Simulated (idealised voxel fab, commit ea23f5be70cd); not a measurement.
Process module heading - voxel local oxidation
The cross-section on display is named cut; it measures 280 nm wide, and its cells are 5 nm squares.
How to read a cross-section here: the picture is a grid of square cells, written as bands going from the top down, and any band can span one or more rows of cells.
Heights first: top, then bottom, in nm. Then materials, left to right, each with a width in nm. "throughout" on a single material: fills the band edge to edge. "air": empty space.
It should be noted that heights are counted from 0, beneath which the wafer as supplied is of one material throughout, and that the lowest band possesses no lower boundary but continues downward, as written in "0 -> down".
The expression "30 to 40" gives the width at the extremes of the band, the first number at its top row of cells and the second at its bottom row, with the width changing by equal amounts from each row to the next in between.
Given "nothing changed" for a step, no cell of the cross-section differs between before and after that step.
Any empty space of 8 cells or more lacking an open way to the top shows up in "Trapped voids" as width x height at distance, distance from the left edge, in nm.
It should be noted that, on the line of a given step, the content following the step's settings is a remark produced by the simulator itself with respect to that step.
The setting "overlay nm" may be written on the line of a step. When the step uses a mask, the value reports how far to the right of the planned place the mask lay, and a negative value reports that it lay to the left.
[Process steps (planned)]
1. RECEIVE with material Si
2. CONFORMAL_DEP with material SiO2, thk nm 5
3. CONFORMAL_DEP with material SiN, thk nm 10
4. DIRECTIONAL_DEP with material aC, thk nm 15
5. PATTERN with tone cover, mask id ACTIVE, material resist, width nm 90, thk nm 35, overlay nm 0
6. DIRECTIONAL_ETCH with etch materials aC, depth nm 15
7. STRIP with etch materials resist
8. DIRECTIONAL_ETCH with etch materials SiN, depth nm 10
9. STRIP with etch materials aC
10. SELECTIVE_ETCH with etch materials SiO2, depth nm 5
11. OXIDIZE with depth nm 15
12. STRIP with etch materials SiN
[Cross-section of the wafer upon arrival, representing the state reached after step 1]
* 0 -> down  Si throughout
* Trapped voids: none
[The module was run from the start shown above using the plan shown above, but one mistake was made doing it; the resulting wafer cross-section is below]
* 0 -> -15  air 115 nm  Si 50 nm  air 115 nm
* -15 -> down  Si throughout
* Trapped voids: none
Here's what went sideways: step 12 deviated from plan and actually ran as STRIP with etch materials SiO2
